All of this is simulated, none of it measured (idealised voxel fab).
This section sets out a process module, namely voxel capacitor over wiring.
Pictured: cross-section cut, 160 nm wide, on a grid of 5 nm square cells.
Square cells in a grid make up a cross-section in this document, and the grid is given as bands, listed from the top down, each one or more rows of cells. First you get the band's top height and its bottom height, in nm, and then the materials it's made of, left to right, with each width in nm. If you see a single material with "edge to edge", that one covers the band edge to edge. "blank" is empty space. Heights are expressed relative to 0, this being the level below which the as-received wafer comprises one material exclusively. The lowest band is unbounded in the downward direction and is denoted as in "0 nm and below". Width: "30..40" (first number = top row, second number = bottom row, same change from row to row of cells). Given "left unchanged" for a step, no cell of the cross-section differs between before and after that step. The label "Voids, fully enclosed" introduces a list of the empty spaces, 8 cells or larger, that have no open way up to the top; each entry in it reads width x height at distance, where the distance is taken from the left edge and all three are stated in nm. On each step's line, the part that comes after the settings is the simulator's own comment on the step. On any step carrying a mask, the "overlay nm" setting, if present on the step's line, tells how far right of its planned place the mask lay; negative values point to the left.

Steps planned for the process:
| 1 | RECEIVE (material Si) |
| 2 | CONFORMAL_DEP (material SiO2; thk nm 15) |
| 3 | CONFORMAL_DEP (material SiCN; thk nm 5) |
| 4 | DIRECTIONAL_DEP (material SiO2; thk nm 20) |
| 5 | DIRECTIONAL_DEP (material aC; thk nm 15) |
| 6 | PATTERN (tone open; mask id METAL_1; material resist; width nm 20; pitch nm 70; thk nm 35; overlay nm 0) |
| 7 | DIRECTIONAL_ETCH (etch materials aC; depth nm 15) |
| 8 | STRIP (etch materials resist) |
| 9 | DIRECTIONAL_ETCH (etch materials SiO2; depth nm 20) |
| 10 | DIRECTIONAL_ETCH (etch materials SiCN; depth nm 5) |
| 11 | STRIP (etch materials aC) |
| 12 | CONFORMAL_DEP (material TiN; thk nm 5) |
| 13 | FILL_DEP (material Cu; thk nm 5) |
| 14 | CMP (height nm 40) |
| 15 | EPI (material Ru; thk nm 5) |
| 16 | FILL_DEP (material SiCN; thk nm 5) |
| 17 | DIRECTIONAL_DEP (material lowk; thk nm 10) |
| 18 | PATTERN (tone open; mask id PLUG_1; material resist; width nm 15; thk nm 20; overlay nm 0) |
| 19 | DIRECTIONAL_ETCH (etch materials lowk; depth nm 10) |
| 20 | DIRECTIONAL_ETCH (etch materials SiCN; depth nm 5) |
| 21 | STRIP (etch materials resist) |
| 22 | CONFORMAL_DEP (material TiN; thk nm 5) |
| 23 | FILL_DEP (material W; thk nm 5) |
| 24 | CMP (height nm 60) |
| 25 | DIRECTIONAL_DEP (material TiN; thk nm 5) |
| 26 | DIRECTIONAL_DEP (material SiN; thk nm 5) |
| 27 | DIRECTIONAL_DEP (material TiN; thk nm 10) |
| 28 | DIRECTIONAL_DEP (material aC; thk nm 15) |
| 29 | PATTERN (tone cover; mask id UPPER_PLATE; material resist; width nm 55; thk nm 35; overlay nm 0) |
| 30 | DIRECTIONAL_ETCH (etch materials aC; depth nm 15) |
| 31 | STRIP (etch materials resist) |
| 32 | DIRECTIONAL_ETCH (etch materials TiN; depth nm 10) |
| 33 | DIRECTIONAL_ETCH (etch materials SiN; depth nm 5) |
| 34 | STRIP (etch materials aC) |
| 35 | PATTERN (tone cover; mask id LOWER_PLATE; material resist; width nm 65; thk nm 20; overlay nm 0) |
| 36 | DIRECTIONAL_ETCH (etch materials TiN; depth nm 5) |
| 37 | STRIP (etch materials resist) |
| 38 | FILL_DEP (material SiO2; thk nm 15) |
| 39 | CMP (height nm 90) |
| 40 | MASKED_ETCH (tone open; mask id PLUG_2; width nm 15; etch materials SiO2; depth nm 10; overlay nm 0) |
| 41 | CONFORMAL_DEP (material TiN; thk nm 5) |
| 42 | FILL_DEP (material Cu; thk nm 10) |
| 43 | CMP (height nm 90) |
| 44 | CONFORMAL_DEP (material SiN; thk nm 5) |
The thk nm used in step 22 is not the same on every wafer, whereas the starting condition is; the value printed in the plan is the first wafer's.

First wafer as received, after step 1:
	0 nm and below: Si edge to edge
	Voids, fully enclosed: none

Each wafer at the end: cells of each material gained (+) or lost (-) since it was received, then its closed voids:
thk nm 5; +17 Cu; +12 Ru; +73 SiCN; +43 SiN; +332 SiO2; +71 TiN; +2 W; +58 lowk; Voids, fully enclosed: none
thk nm 10; +17 Cu; +12 Ru; +73 SiCN; +43 SiN; +332 SiO2; +73 TiN; +58 lowk; Voids, fully enclosed: none
thk nm 15; +17 Cu; +12 Ru; +73 SiCN; +43 SiN; +332 SiO2; +73 TiN; +58 lowk; Voids, fully enclosed: none
thk nm 20; +17 Cu; +12 Ru; +73 SiCN; +43 SiN; +332 SiO2; +73 TiN; +58 lowk; Voids, fully enclosed: none
